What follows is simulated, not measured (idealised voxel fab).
process module | voxel self aligned contacts
cross-section cut | 220 nm wide | cells 5 nm
A cross-section is a grid of square cells, given in bands from the top down. A band is one or more rows of cells.
Each band's line starts with the height of the band's top and of its bottom, in nm. Then come its materials from left to right, each with its width in nm. One material with "throughout" fills the band from edge to edge. "air" is empty space.
Height 0 is the level under which the wafer as received is all one material. The lowest band goes on downwards, as in "0 down".
A width such as "30 to 40" changes by the same amount from each row of cells to the next, from the band's top row to its bottom row.
"no change" after a step means that no cell of the cross-section changed.
closed voids: empty space of 8 cells or more with no open way to the top, each as width x height at its distance from the left edge, in nm
after a step's settings: what the simulator itself notes on the step
overlay nm, on a step with a mask: how far to the right of its planned place the mask lay; to the left if negative
plan
1 op RECEIVE | material Si
2 op CONFORMAL_DEP | material SiO2 | thk nm 5
3 op DIRECTIONAL_DEP | material polySi | thk nm 25
4 op DIRECTIONAL_DEP | material SiN | thk nm 25
5 op PATTERN | tone cover | mask id GATE | material resist | width nm 30 | pitch nm 75 | thk nm 20 | overlay nm 0
6 op DIRECTIONAL_ETCH | etch materials SiN | depth nm 25
7 op DIRECTIONAL_ETCH | etch materials polySi | depth nm 25
8 op STRIP | etch materials resist
9 op CONFORMAL_DEP | material SiN | thk nm 10
10 op DIRECTIONAL_ETCH | etch materials SiN | depth nm 10
11 op FILL_DEP | material SiO2 | thk nm 15
12 op CMP | height nm 60
13 op MASKED_ETCH | tone open | mask id CONTACT | width nm 55 | etch materials SiO2 | depth nm 60 | overlay nm 0
14 op CONFORMAL_DEP | material TiN | thk nm 5
15 op FILL_DEP | material W | thk nm 5
16 op CMP | height nm 60
17 op CONFORMAL_DEP | material SiCN | thk nm 5
as received, after step 1
  0 down: Si throughout
  closed voids: none
a wafer at the end: this start, this plan, one mistake
  65 to 60: SiCN throughout
  60 to 55: SiO2 80 | TiN 30 | W 15 | TiN 10 | SiO2 85
  55 to 30: SiO2 55 | SiN 50 | TiN 5 | W 15 | TiN 5 | SiN 50 | SiO2 40
  30 to 5: SiO2 55 | SiN 10 | polySi 30 | SiN 10 | TiN 5 | W 15 | TiN 5 | SiN 10 | polySi 30 | SiN 10 | SiO2 40
  5 to 0: SiO2 105 | TiN 25 | SiO2 90
  0 down: Si throughout
  closed voids: none
what went wrong: step 5 ran as: op PATTERN | tone cover | mask id GATE | material resist | width nm 30 | pitch nm 75 | thk nm 20 | overlay nm 10
